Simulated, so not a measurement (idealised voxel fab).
You're looking at the process module voxel ribs on slabs.
Cross-sectional view cut (width: 175 nm; square cell size: 5 nm).
Format of a cross-section: grid, square cells. Given as bands. Order: top down. Band: one or more rows of cells. It is stipulated that each band's entry specify, in nanometres, the height of the top of the band and then that of its bottom, followed by the materials of the band in left-to-right sequence, each together with its width in nanometres. A single material marked by the word "everywhere" is understood to fill the band from edge to edge; the word "blank" is understood to denote empty space. Where do heights start? At 0: under that level the wafer as delivered is made of one material only. And the lowest band has no floor; it just carries on downward, as in "0 and below". Think of "30->40" as a width that walks from the first number to the second as you go down the band, top row to bottom row, taking equal-sized steps from row to row. When a step is marked "remains unaltered", none of the cells in the cross-section changed during that step. Voids not open to the top, 8 cells minimum: see "Enclosed internal cavities". Written width x height at distance; distance is from the left edge; nm. Whatever follows a step's settings on its line is a remark the simulator itself makes about that step. The setting "overlay nm" may be written on the line of a step. When the step uses a mask, the value reports how far to the right of the planned place the mask lay, and a negative value reports that it lay to the left.
### The steps planned for the process are as follows
- 1: op RECEIVE | material Si
- 2: op DIRECTIONAL_DEP | material SiO2 | thk nm 30
- 3: op DIRECTIONAL_DEP | material SiN | thk nm 20
- 4: op PATTERN | tone cover | mask id RIB | material resist | width nm 25 | thk nm 20 | overlay nm 0
- 5: op DIRECTIONAL_ETCH | etch materials SiN | depth nm 10
- 6: op STRIP | etch materials resist
- 7: op PATTERN | tone cover | mask id SLAB | material resist | width nm 65 | thk nm 15 | overlay nm 0
- 8: op DIRECTIONAL_ETCH | etch materials SiN | depth nm 10
- 9: op STRIP | etch materials resist
- 10: op FILL_DEP | material SiO2 | thk nm 20
- 11: op CMP | height nm 65
- 12: op DIRECTIONAL_DEP | material W | thk nm 10
- 13: op MASKED_ETCH | tone cover | mask id HEATER | width nm 35 | etch materials W | depth nm 10 | overlay nm 0
- 14: op CONFORMAL_DEP | material SiN | thk nm 5
### Wafer, first of two, run as planned
### Cross-section, incoming material, after step 1
- 0 and below: Si everywhere
- Enclosed internal cavities: none
### Cross-section: wafer state after step 2
- 30 down to 0: SiO2 everywhere
- Under 0: no change, same as before.
### Cross-section: wafer state after step 3
- 50 down to 30: SiN everywhere
- Under 30: no change, same as before.
### Cross-section: wafer state after step 4
- 70 down to 50: 75 nm blank, 25 nm resist, 75 nm blank
- Under 50: no change, same as before.
### Cross-section: wafer state after step 5
- 70 down to 50: 75 nm blank, 25 nm resist, 75 nm blank
- 50 down to 40: 75 nm blank, 25 nm SiN, 75 nm blank
- Under 40: no change, same as before.
### Cross-section: wafer state after step 6
- 50 down to 40: 75 nm blank, 25 nm SiN, 75 nm blank
- Under 40: no change, same as before.
### Cross-section: wafer state after step 7
- 65 down to 50: 55 nm blank, 65 nm resist, 55 nm blank
- 50 down to 40: 55 nm blank, 20 nm resist, 25 nm SiN, 20 nm resist, 55 nm blank
- Under 40: no change, same as before.
### Cross-section: wafer state after step 8
- 65 down to 50: 55 nm blank, 65 nm resist, 55 nm blank
- 50 down to 40: 55 nm blank, 20 nm resist, 25 nm SiN, 20 nm resist, 55 nm blank
- 40 down to 30: 55 nm blank, 65 nm SiN, 55 nm blank
- Under 30: no change, same as before.
### Cross-section: wafer state after step 9
- 50 down to 40: 75 nm blank, 25 nm SiN, 75 nm blank
- Under 40: no change, same as before.
### Cross-section: wafer state after step 10
- 70 down to 50: SiO2 everywhere
- 50 down to 40: 75 nm SiO2, 25 nm SiN, 75 nm SiO2
- 40 down to 30: 55 nm SiO2, 65 nm SiN, 55 nm SiO2
- Under 30: no change, same as before.
### Cross-section: wafer state after step 11
- 65 down to 50: SiO2 everywhere
- Under 50: no change, same as before.
### Cross-section: wafer state after step 12
- 75 down to 65: W everywhere
- Under 65: no change, same as before.
### Cross-section: wafer state after step 13
- 75 down to 65: 70 nm blank, 35 nm W, 70 nm blank
- Under 65: no change, same as before.
### Cross-section: wafer state after step 14
- 80 down to 75: 65 nm blank, 45 nm SiN, 65 nm blank
- 75 down to 70: 65 nm blank, 5 nm SiN, 35 nm W, 5 nm SiN, 65 nm blank
- 70 down to 65: 70 nm SiN, 35 nm W, 70 nm SiN
- Under 65: no change, same as before.
### What follows concerns the second wafer, which started out like the first and was meant to follow the very same plan; one mistake crept in when it was run, but everything up to and including step 1 is the same as for the first wafer
### Planned end of step 2: second wafer, cross-section
- 30 down to 0: W everywhere
- Under 0: no change, same as before.
### Planned end of step 3: second wafer, cross-section
- 50 down to 30: SiN everywhere
- Under 30: no change, same as before.
### Planned end of step 4: second wafer, cross-section
- 70 down to 50: 75 nm blank, 25 nm resist, 75 nm blank
- Under 50: no change, same as before.
### Planned end of step 5: second wafer, cross-section
- 70 down to 50: 75 nm blank, 25 nm resist, 75 nm blank
- 50 down to 40: 75 nm blank, 25 nm SiN, 75 nm blank
- Under 40: no change, same as before.
### Planned end of step 6: second wafer, cross-section
- 50 down to 40: 75 nm blank, 25 nm SiN, 75 nm blank
- Under 40: no change, same as before.
### Planned end of step 7: second wafer, cross-section
- 65 down to 50: 55 nm blank, 65 nm resist, 55 nm blank
- 50 down to 40: 55 nm blank, 20 nm resist, 25 nm SiN, 20 nm resist, 55 nm blank
- Under 40: no change, same as before.
### Planned end of step 8: second wafer, cross-section
- 65 down to 50: 55 nm blank, 65 nm resist, 55 nm blank
- 50 down to 40: 55 nm blank, 20 nm resist, 25 nm SiN, 20 nm resist, 55 nm blank
- 40 down to 30: 55 nm blank, 65 nm SiN, 55 nm blank
- Under 30: no change, same as before.
### Planned end of step 9: second wafer, cross-section
- 50 down to 40: 75 nm blank, 25 nm SiN, 75 nm blank
- Under 40: no change, same as before.
### Planned end of step 10: second wafer, cross-section
- 70 down to 50: SiO2 everywhere
- 50 down to 40: 75 nm SiO2, 25 nm SiN, 75 nm SiO2
- 40 down to 30: 55 nm SiO2, 65 nm SiN, 55 nm SiO2
- Under 30: no change, same as before.
### Planned end of step 11: second wafer, cross-section
- 65 down to 50: SiO2 everywhere
- Under 50: no change, same as before.
### Planned end of step 12: second wafer, cross-section
- 75 down to 65: W everywhere
- Under 65: no change, same as before.
### Planned end of step 13: second wafer, cross-section
- 75 down to 65: 70 nm blank, 35 nm W, 70 nm blank
- Under 65: no change, same as before.
### Planned end of step 14: second wafer, cross-section
- 80 down to 75: 65 nm blank, 45 nm SiN, 65 nm blank
- 75 down to 70: 65 nm blank, 5 nm SiN, 35 nm W, 5 nm SiN, 65 nm blank
- 70 down to 65: 70 nm SiN, 35 nm W, 70 nm SiN
- Under 65: no change, same as before.
Misprocessing identified: step 2 was not run as planned; what actually ran was op DIRECTIONAL_DEP | material W | thk nm 30
The second wafer ends with more or fewer cells of some materials than the first, per final count: SiO2: 210 fewer, W: 210 more
